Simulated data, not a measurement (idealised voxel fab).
process module | voxel wiring stack
cross-section cut | 195 nm wide | cells 5 nm
A cross-section is a grid of square cells, given in bands from the top down. A band is one or more rows of cells.
Each band's line starts with the height of the band's top and of its bottom, in nm. Then come its materials from left to right, each with its width in nm. One material with "throughout" fills the band from edge to edge. "air" is empty space.
Height 0 is the level under which the wafer as received is all one material. The lowest band goes on downwards, as in "0 down".
A width such as "30 to 40" changes by the same amount from each row of cells to the next, from the band's top row to its bottom row.
"no change" after a step means that no cell of the cross-section changed.
closed voids: empty space of 8 cells or more with no open way to the top, each as width x height at its distance from the left edge, in nm
after a step's settings: what the simulator itself notes on the step
overlay nm, on a step with a mask: how far to the right of its planned place the mask lay; to the left if negative
plan
1 op RECEIVE | material Si
2 op CONFORMAL_DEP | material SiO2 | thk nm 15
3 op DIRECTIONAL_DEP | material TiN | thk nm 5
4 op DIRECTIONAL_DEP | material Ru | thk nm 15
5 op PATTERN | tone cover | mask id METAL_1 | material resist | width nm 30 | pitch nm 45 | thk nm 20 | overlay nm 0
6 op DIRECTIONAL_ETCH | etch materials Ru | depth nm 15
7 op DIRECTIONAL_ETCH | etch materials TiN | depth nm 5
8 op STRIP | etch materials resist
9 op CONFORMAL_DEP | material SiCN | thk nm 5
10 op FILL_DEP | material SiO2 | thk nm 5
11 op CMP | height nm 35
12 op CONFORMAL_DEP | material SiCN | thk nm 5
13 op DIRECTIONAL_DEP | material SiO2 | thk nm 20
14 op PATTERN | tone open | mask id PLUG_1 | material resist | width nm 15 | pitch nm 90 | thk nm 15 | overlay nm 0
15 op DIRECTIONAL_ETCH | etch materials SiO2 | depth nm 20
16 op DIRECTIONAL_ETCH | etch materials SiCN | depth nm 5
17 op STRIP | etch materials resist
18 op EPI | material Ru | thk nm 10
19 op EPI | material Ru | thk nm 10
20 op EPI | material Ru | thk nm 5
21 op DIRECTIONAL_DEP | material TiN | thk nm 5
22 op DIRECTIONAL_DEP | material Ru | thk nm 20
23 op MASKED_ETCH | tone cover | mask id METAL_2 | width nm 30 | pitch nm 45 | etch materials Ru | depth nm 20 | overlay nm 0
24 op MASKED_ETCH | tone cover | mask id METAL_2 | width nm 30 | pitch nm 45 | etch materials TiN | depth nm 5 | overlay nm 0
25 op FILL_DEP | material SiO2 | thk nm 10
26 op CMP | height nm 85
27 op CONFORMAL_DEP | material SiN | thk nm 5
as received, after step 1
  0 down: Si throughout
  closed voids: none
a wafer at the end: this start, this plan, one mistake
  90 to 85: SiN throughout
  85 to 65: SiO2 20 | Ru 20 | SiO2 25 | Ru 20 | SiO2 25 | Ru 20 | SiO2 25 | Ru 20 | SiO2 20
  65 to 60: SiO2 15 | TiN 30 | SiO2 15 | TiN 30 | SiO2 15 | TiN 30 | SiO2 15 | TiN 30 | SiO2 15
  60 to 40: SiO2 15 | Ru 15 | SiO2 75 | Ru 15 | SiO2 75
  40 to 35: SiCN 15 | Ru 15 | SiCN 75 | Ru 15 | SiCN 75
  35 to 20: SiO2 10 | SiCN 5 | Ru 30 | SiCN 5 | SiO2 5 | SiCN 5 | Ru 30 | SiCN 5 | SiO2 5 | SiCN 5 | Ru 30 | SiCN 5 | SiO2 5 | SiCN 5 | Ru 30 | SiCN 5 | SiO2 10
  20 to 15: SiCN 15 | TiN 30 | SiCN 15 | TiN 30 | SiCN 15 | TiN 30 | SiCN 15 | TiN 30 | SiCN 15
  15 to 0: SiO2 throughout
  0 down: Si throughout
  closed voids: none
what went wrong: step 23 ran as: op MASKED_ETCH | tone cover | mask id METAL_2 | width nm 20 | pitch nm 45 | etch materials Ru | depth nm 20 | overlay nm 0
